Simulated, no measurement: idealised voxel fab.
Module name: voxel transistor to metal (process module)
It is cross-section cut that appears here, measuring 200 nm in width, its square cells being 5 nm in size.
This document writes a cross-section as a grid whose cells are square, and gives it as bands, listed from the top down; one or more rows of cells form a band. Band: top and bottom heights (nm) first, top before bottom; then materials from left to right, widths in nm. "everywhere" marks a sole material filling the band edge to edge. "empty" denotes empty space. Counting heights begins at 0, where everything beneath is, in the wafer as received, one material. The lowest band has no bottom; it goes on downwards, as "top 0, no bottom" shows. Graded width ("30..40"): value in top row of band = first number; value in bottom row = second number; row-to-row change constant. Step marked "no change occurred"? Then no cell in the cross-section changed in it. So "Closed internal cavities" is basically the list of trapped voids: any empty space of 8 cells or more that can't reach the top through an opening. They're written width x height at distance, the distance being from the left edge, and it's all nm. Step line, after settings: the simulator's comment on this step. "overlay nm" answers the question of how far to the right of plan the mask lay on a step that has a mask, and when it is negative the answer is to the left.
### Process steps foreseen in the plan
1. RECEIVE (material Si)
2. CONFORMAL_DEP (material SiO2; thk nm 5)
3. CONFORMAL_DEP (material SiN; thk nm 15)
4. DIRECTIONAL_DEP (material aC; thk nm 15)
5. PATTERN (tone cover; mask id ACTIVE; material resist; width nm 125; thk nm 35; overlay nm 0)
6. DIRECTIONAL_ETCH (etch materials aC; depth nm 15)
7. STRIP (etch materials resist)
8. DIRECTIONAL_ETCH (etch materials SiN; depth nm 15)
9. DIRECTIONAL_ETCH (etch materials SiO2; depth nm 5)
10. DIRECTIONAL_ETCH (etch materials Si; depth nm 25)
11. STRIP (etch materials aC)
12. OXIDIZE (depth nm 5)
13. FILL_DEP (material SiO2; thk nm 5)
14. CMP (height nm 20)
15. SELECTIVE_ETCH (etch materials SiO2; depth nm 5)
16. STRIP (etch materials SiN)
17. SELECTIVE_ETCH (etch materials SiO2; depth nm 5)
18. OXIDIZE (depth nm 5)
19. DIRECTIONAL_DEP (material polySi; thk nm 30)
20. DIRECTIONAL_DEP (material SiCN; thk nm 15)
21. PATTERN (tone cover; mask id GATE; material resist; width nm 25; thk nm 15; overlay nm 0)
22. DIRECTIONAL_ETCH (etch materials SiCN; depth nm 25)
23. DIRECTIONAL_ETCH (etch materials polySi; depth nm 40)
24. STRIP (etch materials resist)
25. CONFORMAL_DEP (material SiO2; thk nm 5)
26. DIRECTIONAL_ETCH (etch materials SiO2; depth nm 5)
27. CONFORMAL_DEP (material SiN; thk nm 5)
28. DIRECTIONAL_ETCH (etch materials SiN; depth nm 5)
29. DIRECTIONAL_ETCH (etch materials SiO2; depth nm 5)
30. DIRECTIONAL_ETCH (etch materials Si; depth nm 15)
31. EPI (material SiGe; thk nm 20)
32. FILL_DEP (material SiO2; thk nm 10)
33. CMP (height nm 45)
34. DIRECTIONAL_DEP (material SiO2; thk nm 15)
35. MASKED_ETCH (tone open; mask id CONTACT; width nm 20; pitch nm 85; etch materials SiO2; depth nm 60; overlay nm 0)
36. CONFORMAL_DEP (material TiN; thk nm 5)
37. FILL_DEP (material Ru; thk nm 10)
38. CMP (height nm 60)
39. CONFORMAL_DEP (material SiCN; thk nm 5)
40. DIRECTIONAL_DEP (material SiO2; thk nm 25)
41. DIRECTIONAL_DEP (material aC; thk nm 15)
42. PATTERN (tone open; mask id METAL_1; material resist; width nm 20; pitch nm 85; thk nm 30; overlay nm 0)
43. DIRECTIONAL_ETCH (etch materials aC; depth nm 15)
44. STRIP (etch materials resist)
45. DIRECTIONAL_ETCH (etch materials SiO2; depth nm 25)
46. DIRECTIONAL_ETCH (etch materials SiCN; depth nm 5)
47. STRIP (etch materials aC)
48. CONFORMAL_DEP (material TiN; thk nm 5)
49. FILL_DEP (material Ru; thk nm 10)
50. CMP (height nm 90)
51. CONFORMAL_DEP (material SiCN; thk nm 5)
### First of two wafers, with the run carried out as planned
### Cross-section of the wafer as it came to us, i.e., already through step 1
    top 0, no bottom | Si everywhere
    Closed internal cavities: none
### So this is the wafer cross-section right after step 2
    top 5, bottom 0 | SiO2 everywhere
    For the remainder of the cross-section, below 0, there is no change.
### So this is the wafer cross-section right after step 3
    top 20, bottom 5 | SiN everywhere
    For the remainder of the cross-section, below 5, there is no change.
### So this is the wafer cross-section right after step 4
    top 35, bottom 20 | aC everywhere
    For the remainder of the cross-section, below 20, there is no change.
### So this is the wafer cross-section right after step 5
    top 70, bottom 35 | empty 35, then resist 125, then empty 40
    For the remainder of the cross-section, below 35, there is no change.
### So this is the wafer cross-section right after step 6
    top 55, bottom 35 | empty 35, then resist 125, then empty 40
    top 35, bottom 20 | empty 35, then aC 125, then empty 40
    For the remainder of the cross-section, below 20, there is no change.
### So this is the wafer cross-section right after step 7
    top 35, bottom 20 | empty 35, then aC 125, then empty 40
    For the remainder of the cross-section, below 20, there is no change.
### So this is the wafer cross-section right after step 8
    top 35, bottom 20 | empty 35, then aC 125, then empty 40
    top 20, bottom 5 | empty 35, then SiN 125, then empty 40
    For the remainder of the cross-section, below 5, there is no change.
### So this is the wafer cross-section right after step 9
    top 35, bottom 20 | empty 35, then aC 125, then empty 40
    top 20, bottom 5 | empty 35, then SiN 125, then empty 40
    top 5, bottom 0 | empty 35, then SiO2 125, then empty 40
    For the remainder of the cross-section, below 0, there is no change.
### So this is the wafer cross-section right after step 10
    top 35, bottom 20 | empty 35, then aC 125, then empty 40
    top 20, bottom 5 | empty 35, then SiN 125, then empty 40
    top 5, bottom 0 | empty 35, then SiO2 125, then empty 40
    top 0, bottom -25 | empty 35, then Si 125, then empty 40
    For the remainder of the cross-section, below -25, there is no change.
### So this is the wafer cross-section right after step 11
    top 20, bottom 5 | empty 35, then SiN 125, then empty 40
    For the remainder of the cross-section, below 5, there is no change.
### So this is the wafer cross-section right after step 12
    top 20, bottom 5 | empty 35, then SiN 125, then empty 40
    top 5, bottom 0 | empty 35, then SiO2 125, then empty 40
    top 0, bottom -25 | empty 35, then SiO2 5, then Si 115, then SiO2 5, then empty 40
    top -25, bottom -30 | SiO2 40, then Si 115, then SiO2 45
    For the remainder of the cross-section, below -30, there is no change.
### So this is the wafer cross-section right after step 13
    top 25, bottom 20 | SiO2 everywhere
    top 20, bottom 5 | SiO2 35, then SiN 125, then SiO2 40
    top 5, bottom 0 | SiO2 everywhere
    top 0, bottom -30 | SiO2 40, then Si 115, then SiO2 45
    For the remainder of the cross-section, below -30, there is no change.
### So this is the wafer cross-section right after step 14
    top 20, bottom 5 | SiO2 35, then SiN 125, then SiO2 40
    For the remainder of the cross-section, below 5, there is no change.
### So this is the wafer cross-section right after step 15
    top 20, bottom 15 | empty 35, then SiN 125, then empty 40
    For the remainder of the cross-section, below 15, there is no change.
### So this is the wafer cross-section right after step 16
    top 15, bottom 5 | SiO2 35, then empty 125, then SiO2 40
    For the remainder of the cross-section, below 5, there is no change.
### So this is the wafer cross-section right after step 17
    top 10, bottom 0 | SiO2 30, then empty 135, then SiO2 35
    For the remainder of the cross-section, below 0, there is no change.
### So this is the wafer cross-section right after step 18
    top 10, bottom 0 | SiO2 30, then empty 135, then SiO2 35
    top 0, bottom -5 | SiO2 everywhere
    For the remainder of the cross-section, below -5, there is no change.
### So this is the wafer cross-section right after step 19
    top 40, bottom 30 | polySi 30, then empty 135, then polySi 35
    top 30, bottom 10 | polySi everywhere
    top 10, bottom 0 | SiO2 30, then polySi 135, then SiO2 35
    For the remainder of the cross-section, below 0, there is no change.
### So this is the wafer cross-section right after step 20
    top 55, bottom 45 | SiCN 30, then empty 135, then SiCN 35
    top 45, bottom 40 | SiCN everywhere
    top 40, bottom 30 | polySi 30, then SiCN 135, then polySi 35
    For the remainder of the cross-section, below 30, there is no change.
### So this is the wafer cross-section right after step 21
    top 70, bottom 55 | empty 85, then resist 25, then empty 90
    top 55, bottom 45 | SiCN 30, then empty 55, then resist 25, then empty 55, then SiCN 35
    For the remainder of the cross-section, below 45, there is no change.
### So this is the wafer cross-section right after step 22
    top 70, bottom 45 | empty 85, then resist 25, then empty 90
    top 45, bottom 40 | empty 85, then SiCN 25, then empty 90
    top 40, bottom 30 | polySi 30, then empty 55, then SiCN 25, then empty 55, then polySi 35
    For the remainder of the cross-section, below 30, there is no change.
### So this is the wafer cross-section right after step 23
    top 70, bottom 45 | empty 85, then resist 25, then empty 90
    top 45, bottom 30 | empty 85, then SiCN 25, then empty 90
    top 30, bottom 10 | empty 85, then polySi 25, then empty 90
    top 10, bottom 0 | SiO2 30, then empty 55, then polySi 25, then empty 55, then SiO2 35
    For the remainder of the cross-section, below 0, there is no change.
### So this is the wafer cross-section right after step 24
    top 45, bottom 30 | empty 85, then SiCN 25, then empty 90
    For the remainder of the cross-section, below 30, there is no change.
### So this is the wafer cross-section right after step 25
    top 50, bottom 45 | empty 80, then SiO2 35, then empty 85
    top 45, bottom 30 | empty 80, then SiO2 5, then SiCN 25, then SiO2 5, then empty 85
    top 30, bottom 15 | empty 80, then SiO2 5, then polySi 25, then SiO2 5, then empty 85
    top 15, bottom 5 | SiO2 35, then empty 45, then SiO2 5, then polySi 25, then SiO2 5, then empty 45, then SiO2 40
    top 5, bottom 0 | SiO2 85, then polySi 25, then SiO2 90
    For the remainder of the cross-section, below 0, there is no change.
### So this is the wafer cross-section right after step 26
    top 45, bottom 30 | empty 80, then SiO2 5, then SiCN 25, then SiO2 5, then empty 85
    top 30, bottom 10 | empty 80, then SiO2 5, then polySi 25, then SiO2 5, then empty 85
    top 10, bottom 0 | SiO2 35, then empty 45, then SiO2 5, then polySi 25, then SiO2 5, then empty 45, then SiO2 40
    For the remainder of the cross-section, below 0, there is no change.
### So this is the wafer cross-section right after step 27
    top 50, bottom 45 | empty 75, then SiN 45, then empty 80
    top 45, bottom 30 | empty 75, then SiN 5, then SiO2 5, then SiCN 25, then SiO2 5, then SiN 5, then empty 80
    top 30, bottom 15 | empty 75, then SiN 5, then SiO2 5, then polySi 25, then SiO2 5, then SiN 5, then empty 80
    top 15, bottom 10 | SiN 40, then empty 35, then SiN 5, then SiO2 5, then polySi 25, then SiO2 5, then SiN 5, then empty 35, then SiN 45
    top 10, bottom 5 | SiO2 35, then SiN 5, then empty 35, then SiN 5, then SiO2 5, then polySi 25, then SiO2 5, then SiN 5, then empty 35, then SiN 5, then SiO2 40
    top 5, bottom 0 | SiO2 35, then SiN 45, then SiO2 5, then polySi 25, then SiO2 5, then SiN 45, then SiO2 40
    For the remainder of the cross-section, below 0, there is no change.
### So this is the wafer cross-section right after step 28
    top 45, bottom 30 | empty 75, then SiN 5, then SiO2 5, then SiCN 25, then SiO2 5, then SiN 5, then empty 80
    top 30, bottom 10 | empty 75, then SiN 5, then SiO2 5, then polySi 25, then SiO2 5, then SiN 5, then empty 80
    top 10, bottom 0 | SiO2 35, then SiN 5, then empty 35, then SiN 5, then SiO2 5, then polySi 25, then SiO2 5, then SiN 5, then empty 35, then SiN 5, then SiO2 40
    For the remainder of the cross-section, below 0, there is no change.
### So this is the wafer cross-section right after step 29
    top 45, bottom 40 | empty 75, then SiN 5, then empty 5, then SiCN 25, then empty 5, then SiN 5, then empty 80
    top 40, bottom 30 | empty 75, then SiN 5, then SiO2 5, then SiCN 25, then SiO2 5, then SiN 5, then empty 80
    top 30, bottom 10 | empty 75, then SiN 5, then SiO2 5, then polySi 25, then SiO2 5, then SiN 5, then empty 80
    top 10, bottom 5 | empty 35, then SiN 5, then empty 35, then SiN 5, then SiO2 5, then polySi 25, then SiO2 5, then SiN 5, then empty 35, then SiN 5, then empty 40
    top 5, bottom 0 | SiO2 35, then SiN 5, then empty 35, then SiN 5, then SiO2 5, then polySi 25, then SiO2 5, then SiN 5, then empty 35, then SiN 5, then SiO2 40
    top 0, bottom -5 | SiO2 40, then empty 35, then SiO2 45, then empty 35, then SiO2 45
    For the remainder of the cross-section, below -5, there is no change.
### So this is the wafer cross-section right after step 30
    top 45, bottom 40 | empty 75, then SiN 5, then empty 5, then SiCN 25, then empty 5, then SiN 5, then empty 80
    top 40, bottom 30 | empty 75, then SiN 5, then SiO2 5, then SiCN 25, then SiO2 5, then SiN 5, then empty 80
    top 30, bottom 10 | empty 75, then SiN 5, then SiO2 5, then polySi 25, then SiO2 5, then SiN 5, then empty 80
    top 10, bottom 5 | empty 35, then SiN 5, then empty 35, then SiN 5, then SiO2 5, then polySi 25, then SiO2 5, then SiN 5, then empty 35, then SiN 5, then empty 40
    top 5, bottom 0 | SiO2 35, then SiN 5, then empty 35, then SiN 5, then SiO2 5, then polySi 25, then SiO2 5, then SiN 5, then empty 35, then SiN 5, then SiO2 40
    top 0, bottom -5 | SiO2 40, then empty 35, then SiO2 45, then empty 35, then SiO2 45
    top -5, bottom -20 | SiO2 40, then empty 35, then Si 45, then empty 35, then SiO2 45
    For the remainder of the cross-section, below -20, there is no change.
### So this is the wafer cross-section right after step 31
    top 45, bottom 40 | empty 75, then SiN 5, then empty 5, then SiCN 25, then empty 5, then SiN 5, then empty 80
    top 40, bottom 30 | empty 75, then SiN 5, then SiO2 5, then SiCN 25, then SiO2 5, then SiN 5, then empty 80
    top 30, bottom 15 | empty 75, then SiN 5, then SiO2 5, then polySi 25, then SiO2 5, then SiN 5, then empty 80
    top 15, bottom 10 | empty 55, then SiGe 20, then SiN 5, then SiO2 5, then polySi 25, then SiO2 5, then SiN 5, then SiGe 20, then empty 60
    top 10, bottom 5 | empty 35, then SiN 5, then empty 15, then SiGe 20, then SiN 5, then SiO2 5, then polySi 25, then SiO2 5, then SiN 5, then SiGe 20, then empty 15, then SiN 5, then empty 40
    top 5, bottom 0 | SiO2 35, then SiN 5, then empty 15, then SiGe 20, then SiN 5, then SiO2 5, then polySi 25, then SiO2 5, then SiN 5, then SiGe 20, then empty 15, then SiN 5, then SiO2 40
    top 0, bottom -5 | SiO2 40, then SiGe 35, then SiO2 45, then SiGe 35, then SiO2 45
    top -5, bottom -20 | SiO2 40, then SiGe 35, then Si 45, then SiGe 35, then SiO2 45
    For the remainder of the cross-section, below -20, there is no change.
### So this is the wafer cross-section right after step 32
    top 55, bottom 45 | SiO2 everywhere
    top 45, bottom 30 | SiO2 75, then SiN 5, then SiO2 5, then SiCN 25, then SiO2 5, then SiN 5, then SiO2 80
    top 30, bottom 15 | SiO2 75, then SiN 5, then SiO2 5, then polySi 25, then SiO2 5, then SiN 5, then SiO2 80
    top 15, bottom 10 | SiO2 55, then SiGe 20, then SiN 5, then SiO2 5, then polySi 25, then SiO2 5, then SiN 5, then SiGe 20, then SiO2 60
    top 10, bottom 0 | SiO2 35, then SiN 5, then SiO2 15, then SiGe 20, then SiN 5, then SiO2 5, then polySi 25, then SiO2 5, then SiN 5, then SiGe 20, then SiO2 15, then SiN 5, then SiO2 40
    For the remainder of the cross-section, below 0, there is no change.
### So this is the wafer cross-section right after step 33
    top 45, bottom 30 | SiO2 75, then SiN 5, then SiO2 5, then SiCN 25, then SiO2 5, then SiN 5, then SiO2 80
    For the remainder of the cross-section, below 30, there is no change.
### So this is the wafer cross-section right after step 34
    top 60, bottom 45 | SiO2 everywhere
    For the remainder of the cross-section, below 45, there is no change.
### So this is the wafer cross-section right after step 35
    top 60, bottom 45 | SiO2 45, then empty 20, then SiO2 65, then empty 20, then SiO2 50
    top 45, bottom 30 | SiO2 45, then empty 20, then SiO2 10, then SiN 5, then SiO2 5, then SiCN 25, then SiO2 5, then SiN 5, then SiO2 10, then empty 20, then SiO2 50
    top 30, bottom 15 | SiO2 45, then empty 20, then SiO2 10, then SiN 5, then SiO2 5, then polySi 25, then SiO2 5, then SiN 5, then SiO2 10, then empty 20, then SiO2 50
    top 15, bottom 10 | SiO2 45, then empty 10, then SiGe 20, then SiN 5, then SiO2 5, then polySi 25, then SiO2 5, then SiN 5, then SiGe 20, then empty 10, then SiO2 50
    top 10, bottom 0 | SiO2 35, then SiN 5, then SiO2 5, then empty 10, then SiGe 20, then SiN 5, then SiO2 5, then polySi 25, then SiO2 5, then SiN 5, then SiGe 20, then empty 10, then SiO2 5, then SiN 5, then SiO2 40
    For the remainder of the cross-section, below 0, there is no change.
### So this is the wafer cross-section right after step 36
    top 65, bottom 60 | TiN 50, then empty 10, then TiN 75, then empty 10, then TiN 55
    top 60, bottom 45 | SiO2 45, then TiN 5, then empty 10, then TiN 5, then SiO2 65, then TiN 5, then empty 10, then TiN 5, then SiO2 50
    top 45, bottom 30 | SiO2 45, then TiN 5, then empty 10, then TiN 5, then SiO2 10, then SiN 5, then SiO2 5, then SiCN 25, then SiO2 5, then SiN 5, then SiO2 10, then TiN 5, then empty 10, then TiN 5, then SiO2 50
    top 30, bottom 20 | SiO2 45, then TiN 5, then empty 10, then TiN 5, then SiO2 10, then SiN 5, then SiO2 5, then polySi 25, then SiO2 5, then SiN 5, then SiO2 10, then TiN 5, then empty 10, then TiN 5, then SiO2 50
    top 20, bottom 15 | SiO2 45, then TiN 20, then SiO2 10, then SiN 5, then SiO2 5, then polySi 25, then SiO2 5, then SiN 5, then SiO2 10, then TiN 20, then SiO2 50
    top 15, bottom 10 | SiO2 45, then TiN 10, then SiGe 20, then SiN 5, then SiO2 5, then polySi 25, then SiO2 5, then SiN 5, then SiGe 20, then TiN 10, then SiO2 50
    top 10, bottom 0 | SiO2 35, then SiN 5, then SiO2 5, then TiN 10, then SiGe 20, then SiN 5, then SiO2 5, then polySi 25, then SiO2 5, then SiN 5, then SiGe 20, then TiN 10, then SiO2 5, then SiN 5, then SiO2 40
    For the remainder of the cross-section, below 0, there is no change.
### So this is the wafer cross-section right after step 37
    top 75, bottom 65 | Ru everywhere
    top 65, bottom 60 | TiN 50, then Ru 10, then TiN 75, then Ru 10, then TiN 55
    top 60, bottom 45 | SiO2 45, then TiN 5, then Ru 10, then TiN 5, then SiO2 65, then TiN 5, then Ru 10, then TiN 5, then SiO2 50
    top 45, bottom 30 | SiO2 45, then TiN 5, then Ru 10, then TiN 5, then SiO2 10, then SiN 5, then SiO2 5, then SiCN 25, then SiO2 5, then SiN 5, then SiO2 10, then TiN 5, then Ru 10, then TiN 5, then SiO2 50
    top 30, bottom 20 | SiO2 45, then TiN 5, then Ru 10, then TiN 5, then SiO2 10, then SiN 5, then SiO2 5, then polySi 25, then SiO2 5, then SiN 5, then SiO2 10, then TiN 5, then Ru 10, then TiN 5, then SiO2 50
    For the remainder of the cross-section, below 20, there is no change.
### So this is the wafer cross-section right after step 38
    top 60, bottom 45 | SiO2 45, then TiN 5, then Ru 10, then TiN 5, then SiO2 65, then TiN 5, then Ru 10, then TiN 5, then SiO2 50
    For the remainder of the cross-section, below 45, there is no change.
### So this is the wafer cross-section right after step 39
    top 65, bottom 60 | SiCN everywhere
    For the remainder of the cross-section, below 60, there is no change.
### So this is the wafer cross-section right after step 40
    top 90, bottom 65 | SiO2 everywhere
    For the remainder of the cross-section, below 65, there is no change.
### So this is the wafer cross-section right after step 41
    top 105, bottom 90 | aC everywhere
    For the remainder of the cross-section, below 90, there is no change.
### So this is the wafer cross-section right after step 42
    top 135, bottom 105 | resist 45, then empty 20, then resist 65, then empty 20, then resist 50
    For the remainder of the cross-section, below 105, there is no change.
### So this is the wafer cross-section right after step 43
    top 120, bottom 105 | resist 45, then empty 20, then resist 65, then empty 20, then resist 50
    top 105, bottom 90 | aC 45, then empty 20, then aC 65, then empty 20, then aC 50
    For the remainder of the cross-section, below 90, there is no change.
### So this is the wafer cross-section right after step 44
    top 105, bottom 90 | aC 45, then empty 20, then aC 65, then empty 20, then aC 50
    For the remainder of the cross-section, below 90, there is no change.
### So this is the wafer cross-section right after step 45
    top 105, bottom 90 | aC 45, then empty 20, then aC 65, then empty 20, then aC 50
    top 90, bottom 65 | SiO2 45, then empty 20, then SiO2 65, then empty 20, then SiO2 50
    For the remainder of the cross-section, below 65, there is no change.
### So this is the wafer cross-section right after step 46
    top 105, bottom 90 | aC 45, then empty 20, then aC 65, then empty 20, then aC 50
    top 90, bottom 65 | SiO2 45, then empty 20, then SiO2 65, then empty 20, then SiO2 50
    top 65, bottom 60 | SiCN 45, then empty 20, then SiCN 65, then empty 20, then SiCN 50
    For the remainder of the cross-section, below 60, there is no change.
### So this is the wafer cross-section right after step 47
    top 90, bottom 65 | SiO2 45, then empty 20, then SiO2 65, then empty 20, then SiO2 50
    For the remainder of the cross-section, below 65, there is no change.
### So this is the wafer cross-section right after step 48
    top 95, bottom 90 | TiN 50, then empty 10, then TiN 75, then empty 10, then TiN 55
    top 90, bottom 65 | SiO2 45, then TiN 5, then empty 10, then TiN 5, then SiO2 65, then TiN 5, then empty 10, then TiN 5, then SiO2 50
    top 65, bottom 60 | SiCN 45, then TiN 20, then SiCN 65, then TiN 20, then SiCN 50
    For the remainder of the cross-section, below 60, there is no change.
### So this is the wafer cross-section right after step 49
    top 105, bottom 95 | Ru everywhere
    top 95, bottom 90 | TiN 50, then Ru 10, then TiN 75, then Ru 10, then TiN 55
    top 90, bottom 65 | SiO2 45, then TiN 5, then Ru 10, then TiN 5, then SiO2 65, then TiN 5, then Ru 10, then TiN 5, then SiO2 50
    For the remainder of the cross-section, below 65, there is no change.
### So this is the wafer cross-section right after step 50
    top 90, bottom 65 | SiO2 45, then TiN 5, then Ru 10, then TiN 5, then SiO2 65, then TiN 5, then Ru 10, then TiN 5, then SiO2 50
    For the remainder of the cross-section, below 65, there is no change.
### So this is the wafer cross-section right after step 51
    top 95, bottom 90 | SiCN everywhere
    For the remainder of the cross-section, below 90, there is no change.
### Second Wafer (Identical Start and Plan, One Processing Error; Matches First Wafer Through Step 37)
Second wafer, cross-section, planned end of step 38: no change occurred
### Second wafer, cross-section, planned end of step 39
    top 80, bottom 75 | SiCN everywhere
    For the remainder of the cross-section, below 75, there is no change.
### Second wafer, cross-section, planned end of step 40
    top 105, bottom 80 | SiO2 everywhere
    For the remainder of the cross-section, below 80, there is no change.
### Second wafer, cross-section, planned end of step 41
    top 120, bottom 105 | aC everywhere
    For the remainder of the cross-section, below 105, there is no change.
### Second wafer, cross-section, planned end of step 42
    top 150, bottom 120 | resist 45, then empty 20, then resist 65, then empty 20, then resist 50
    For the remainder of the cross-section, below 120, there is no change.
### Second wafer, cross-section, planned end of step 43
    top 135, bottom 120 | resist 45, then empty 20, then resist 65, then empty 20, then resist 50
    top 120, bottom 105 | aC 45, then empty 20, then aC 65, then empty 20, then aC 50
    For the remainder of the cross-section, below 105, there is no change.
### Second wafer, cross-section, planned end of step 44
    top 120, bottom 105 | aC 45, then empty 20, then aC 65, then empty 20, then aC 50
    For the remainder of the cross-section, below 105, there is no change.
### Second wafer, cross-section, planned end of step 45
    top 120, bottom 105 | aC 45, then empty 20, then aC 65, then empty 20, then aC 50
    top 105, bottom 80 | SiO2 45, then empty 20, then SiO2 65, then empty 20, then SiO2 50
    For the remainder of the cross-section, below 80, there is no change.
### Second wafer, cross-section, planned end of step 46
    top 120, bottom 105 | aC 45, then empty 20, then aC 65, then empty 20, then aC 50
    top 105, bottom 80 | SiO2 45, then empty 20, then SiO2 65, then empty 20, then SiO2 50
    top 80, bottom 75 | SiCN 45, then empty 20, then SiCN 65, then empty 20, then SiCN 50
    For the remainder of the cross-section, below 75, there is no change.
### Second wafer, cross-section, planned end of step 47
    top 105, bottom 80 | SiO2 45, then empty 20, then SiO2 65, then empty 20, then SiO2 50
    For the remainder of the cross-section, below 80, there is no change.
### Second wafer, cross-section, planned end of step 48
    top 110, bottom 105 | TiN 50, then empty 10, then TiN 75, then empty 10, then TiN 55
    top 105, bottom 80 | SiO2 45, then TiN 5, then empty 10, then TiN 5, then SiO2 65, then TiN 5, then empty 10, then TiN 5, then SiO2 50
    top 80, bottom 75 | SiCN 45, then TiN 20, then SiCN 65, then TiN 20, then SiCN 50
    For the remainder of the cross-section, below 75, there is no change.
### Second wafer, cross-section, planned end of step 49
    top 120, bottom 110 | Ru everywhere
    top 110, bottom 105 | TiN 50, then Ru 10, then TiN 75, then Ru 10, then TiN 55
    top 105, bottom 80 | SiO2 45, then TiN 5, then Ru 10, then TiN 5, then SiO2 65, then TiN 5, then Ru 10, then TiN 5, then SiO2 50
    For the remainder of the cross-section, below 80, there is no change.
### Second wafer, cross-section, planned end of step 50
    top 90, bottom 80 | SiO2 45, then TiN 5, then Ru 10, then TiN 5, then SiO2 65, then TiN 5, then Ru 10, then TiN 5, then SiO2 50
    For the remainder of the cross-section, below 80, there is no change.
### Second wafer, cross-section, planned end of step 51
    top 95, bottom 90 | SiCN everywhere
    For the remainder of the cross-section, below 90, there is no change.
The mistake made against the process plan was this: the run left out plan step 38 entirely, so it was never executed
Cell-count delta at end, second wafer over first, by material: Ru +72; SiO2 -96; TiN +24
